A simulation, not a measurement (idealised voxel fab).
process module | voxel local oxidation
cross-section cut | 215 nm wide | cells 5 nm
A cross-section is a grid of square cells, given in bands from the top down. A band is one or more rows of cells.
Each band's line starts with the height of the band's top and of its bottom, in nm. Then come its materials from left to right, each with its width in nm. One material with "throughout" fills the band from edge to edge. "air" is empty space.
Height 0 is the level under which the wafer as received is all one material. The lowest band goes on downwards, as in "0 down".
A width such as "30 to 40" changes by the same amount from each row of cells to the next, from the band's top row to its bottom row.
"no change" after a step means that no cell of the cross-section changed.
closed voids: empty space of 8 cells or more with no open way to the top, each as width x height at its distance from the left edge, in nm
after a step's settings: what the simulator itself notes on the step
overlay nm, on a step with a mask: how far to the right of its planned place the mask lay; to the left if negative
plan
1 op RECEIVE | material Si
2 op CONFORMAL_DEP | material SiO2 | thk nm 5
3 op CONFORMAL_DEP | material SiN | thk nm 10
4 op MASKED_ETCH | tone cover | mask id ACTIVE | width nm 90 | etch materials SiN | depth nm 10 | overlay nm 0
5 op SELECTIVE_ETCH | etch materials SiO2 | depth nm 5
6 op OXIDIZE | depth nm 10
7 op STRIP | etch materials SiN
first wafer, as planned
as received, after step 1
  0 down: Si throughout
  closed voids: none
after step 2
  5 to 0: SiO2 throughout
  below 0: unchanged
after step 3
  15 to 5: SiN throughout
  below 5: unchanged
after step 4
  15 to 5: air 60 | SiN 90 | air 65
  below 5: unchanged
after step 5
  15 to 5: air 60 | SiN 90 | air 65
  5 to 0: air 65 | SiO2 80 | air 70
  below 0: unchanged
after step 6
  15 to 5: air 60 | SiN 90 | air 65
  5 to 0: air 65 | SiO2 80 | air 70
  0 to -10: SiO2 75 | Si 60 | SiO2 80
  below -10: unchanged
after step 7
  5 to 0: air 65 | SiO2 80 | air 70
  below 0: unchanged
second wafer: like start, like plan, one mistake. Through step 6 it matches the first wafer
when step 7 should have ended
  0 to -10: air 75 | Si 60 | air 80
  below -10: unchanged
what went wrong: step 7 ran as: op STRIP | etch materials SiO2
at the end the second wafer has, in cells: 78 fewer of SiO2
